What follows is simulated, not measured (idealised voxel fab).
Documented hereafter: the process module known as voxel self aligned vias.
Section shown: cut. Width: 180 nm. Cell size: 5 nm, square.
Bands, listed from the top down, are how a cross-section gets written in this document; the cross-section itself is a grid of square cells, and a band is one or more rows of them.
What a band's entry tells you: where the top is and where the bottom is, as heights in nm, and after that what lies inside, material by material from left to right, each with its width in nm. Empty space is written as the word "blank", and a single material marked with the word "everywhere" occupies the band from edge to edge.
The level at which height equals 0 is the one under which the wafer, as it arrives, is entirely one material. No lower edge exists for the bottom band, which continues downward and is notated as in "top 0, no bottom".
The notation "30 to 40" denotes a width that varies across the rows of cells in the band, beginning at the first number in the top row, finishing at the second number in the bottom row, and changing by an identical amount from each row to the next.
No cell of the cross-section changed in a step that is given as "nothing different".
If an empty space has no open way to the top and is at least 8 cells in size, "Closed void table" lists it, written width x height at distance, where distance is measured from the left edge and every value is in nm.
after a step's settings: what the simulator itself notes on the step
overlay nm: step with mask; distance mask lay right of planned place; negative value = left of planned place.

### Process steps - plan
1,RECEIVE (material Si)
2,CONFORMAL_DEP (material SiO2; thk nm 15)
3,CONFORMAL_DEP (material SiCN; thk nm 5)
4,DIRECTIONAL_DEP (material SiO2; thk nm 25)
5,PATTERN (tone open; mask id LINES; material resist; width nm 20; pitch nm 70; thk nm 20; overlay nm 0)
6,DIRECTIONAL_ETCH (etch materials SiO2; depth nm 25)
7,STRIP (etch materials resist)
8,CONFORMAL_DEP (material TiN; thk nm 5)
9,FILL_DEP (material Ru; thk nm 5)
10,CMP (height nm 45)
11,SELECTIVE_ETCH (etch materials W Ru TiN; depth nm 5)
12,FILL_DEP (material SiN; thk nm 5)
13,CMP (height nm 45)
14,DIRECTIONAL_DEP (material SiO2; thk nm 15)
15,PATTERN (tone open; mask id VIAS; material resist; width nm 40; pitch nm 70; thk nm 20; overlay nm 0)
16,DIRECTIONAL_ETCH (etch materials SiO2; depth nm 15)
17,DIRECTIONAL_ETCH (etch materials SiN; depth nm 5)
18,STRIP (etch materials resist)
19,CONFORMAL_DEP (material TiN; thk nm 5)
20,FILL_DEP (material Cu; thk nm 10)
21,CMP (height nm 60)
22,CONFORMAL_DEP (material SiN; thk nm 5)

### On the first of the two wafers: run conducted according to plan

### Cross-section of the wafer as it came to us, i.e., already through step 1
    top 0, no bottom  Si everywhere
    Closed void table: none

### Cross-section: wafer state after step 2
    top 15, bottom 0  SiO2 everywhere
    Everything below 0 is unchanged.

### Cross-section: wafer state after step 3
    top 20, bottom 15  SiCN everywhere
    Everything below 15 is unchanged.

### Cross-section: wafer state after step 4
    top 45, bottom 20  SiO2 everywhere
    Everything below 20 is unchanged.

### Cross-section: wafer state after step 5
    top 65, bottom 45  45 of resist; 20 of blank; 50 of resist; 20 of blank; 45 of resist
    Everything below 45 is unchanged.

### Cross-section: wafer state after step 6
    top 65, bottom 45  45 of resist; 20 of blank; 50 of resist; 20 of blank; 45 of resist
    top 45, bottom 20  45 of SiO2; 20 of blank; 50 of SiO2; 20 of blank; 45 of SiO2
    Everything below 20 is unchanged.

### Cross-section: wafer state after step 7
    top 45, bottom 20  45 of SiO2; 20 of blank; 50 of SiO2; 20 of blank; 45 of SiO2
    Everything below 20 is unchanged.

### Cross-section: wafer state after step 8
    top 50, bottom 45  50 of TiN; 10 of blank; 60 of TiN; 10 of blank; 50 of TiN
    top 45, bottom 25  45 of SiO2; 5 of TiN; 10 of blank; 5 of TiN; 50 of SiO2; 5 of TiN; 10 of blank; 5 of TiN; 45 of SiO2
    top 25, bottom 20  45 of SiO2; 20 of TiN; 50 of SiO2; 20 of TiN; 45 of SiO2
    Everything below 20 is unchanged.

### Cross-section: wafer state after step 9
    top 55, bottom 50  Ru everywhere
    top 50, bottom 45  50 of TiN; 10 of Ru; 60 of TiN; 10 of Ru; 50 of TiN
    top 45, bottom 25  45 of SiO2; 5 of TiN; 10 of Ru; 5 of TiN; 50 of SiO2; 5 of TiN; 10 of Ru; 5 of TiN; 45 of SiO2
    Everything below 25 is unchanged.

### Cross-section: wafer state after step 10
    top 45, bottom 25  45 of SiO2; 5 of TiN; 10 of Ru; 5 of TiN; 50 of SiO2; 5 of TiN; 10 of Ru; 5 of TiN; 45 of SiO2
    Everything below 25 is unchanged.

### Cross-section: wafer state after step 11
    top 45, bottom 40  45 of SiO2; 20 of blank; 50 of SiO2; 20 of blank; 45 of SiO2
    Everything below 40 is unchanged.

### Cross-section: wafer state after step 12
    top 50, bottom 45  SiN everywhere
    top 45, bottom 40  45 of SiO2; 20 of SiN; 50 of SiO2; 20 of SiN; 45 of SiO2
    Everything below 40 is unchanged.

### Cross-section: wafer state after step 13
    top 45, bottom 40  45 of SiO2; 20 of SiN; 50 of SiO2; 20 of SiN; 45 of SiO2
    Everything below 40 is unchanged.

### Cross-section: wafer state after step 14
    top 60, bottom 45  SiO2 everywhere
    Everything below 45 is unchanged.

### Cross-section: wafer state after step 15
    top 80, bottom 60  35 of resist; 40 of blank; 30 of resist; 40 of blank; 35 of resist
    Everything below 60 is unchanged.

### Cross-section: wafer state after step 16
    top 80, bottom 60  35 of resist; 40 of blank; 30 of resist; 40 of blank; 35 of resist
    top 60, bottom 45  35 of SiO2; 40 of blank; 30 of SiO2; 40 of blank; 35 of SiO2
    Everything below 45 is unchanged.

### Cross-section: wafer state after step 17
    top 80, bottom 60  35 of resist; 40 of blank; 30 of resist; 40 of blank; 35 of resist
    top 60, bottom 45  35 of SiO2; 40 of blank; 30 of SiO2; 40 of blank; 35 of SiO2
    top 45, bottom 40  45 of SiO2; 20 of blank; 50 of SiO2; 20 of blank; 45 of SiO2
    Everything below 40 is unchanged.

### Cross-section: wafer state after step 18
    top 60, bottom 45  35 of SiO2; 40 of blank; 30 of SiO2; 40 of blank; 35 of SiO2
    Everything below 45 is unchanged.

### Cross-section: wafer state after step 19
    top 65, bottom 60  40 of TiN; 30 of blank; 40 of TiN; 30 of blank; 40 of TiN
    top 60, bottom 50  35 of SiO2; 5 of TiN; 30 of blank; 5 of TiN; 30 of SiO2; 5 of TiN; 30 of blank; 5 of TiN; 35 of SiO2
    top 50, bottom 45  35 of SiO2; 15 of TiN; 10 of blank; 15 of TiN; 30 of SiO2; 15 of TiN; 10 of blank; 15 of TiN; 35 of SiO2
    top 45, bottom 40  45 of SiO2; 20 of TiN; 50 of SiO2; 20 of TiN; 45 of SiO2
    Everything below 40 is unchanged.

### Cross-section: wafer state after step 20
    top 75, bottom 65  Cu everywhere
    top 65, bottom 60  40 of TiN; 30 of Cu; 40 of TiN; 30 of Cu; 40 of TiN
    top 60, bottom 50  35 of SiO2; 5 of TiN; 30 of Cu; 5 of TiN; 30 of SiO2; 5 of TiN; 30 of Cu; 5 of TiN; 35 of SiO2
    top 50, bottom 45  35 of SiO2; 15 of TiN; 10 of Cu; 15 of TiN; 30 of SiO2; 15 of TiN; 10 of Cu; 15 of TiN; 35 of SiO2
    Everything below 45 is unchanged.

### Cross-section: wafer state after step 21
    top 60, bottom 50  35 of SiO2; 5 of TiN; 30 of Cu; 5 of TiN; 30 of SiO2; 5 of TiN; 30 of Cu; 5 of TiN; 35 of SiO2
    Everything below 50 is unchanged.

### Cross-section: wafer state after step 22
    top 65, bottom 60  SiN everywhere
    Everything below 60 is unchanged.

### It is to be noted that the second wafer proceeded from the same initial state and according to the same plan as the first, although one mistake was committed in its execution; through step 20, inclusive, the two wafers share an identical history

What the second wafer looks like in cross-section when step 21 should have wrapped up: nothing different

### What the second wafer looks like in cross-section when step 22 should have wrapped up
    top 80, bottom 75  SiN everywhere
    Everything below 75 is unchanged.
What broke from the plan during processing? plan step 21 was not performed, having been skipped
The closing comparison, in cells, has the second wafer with more or fewer of some materials than the first: Cu +84, TiN +24
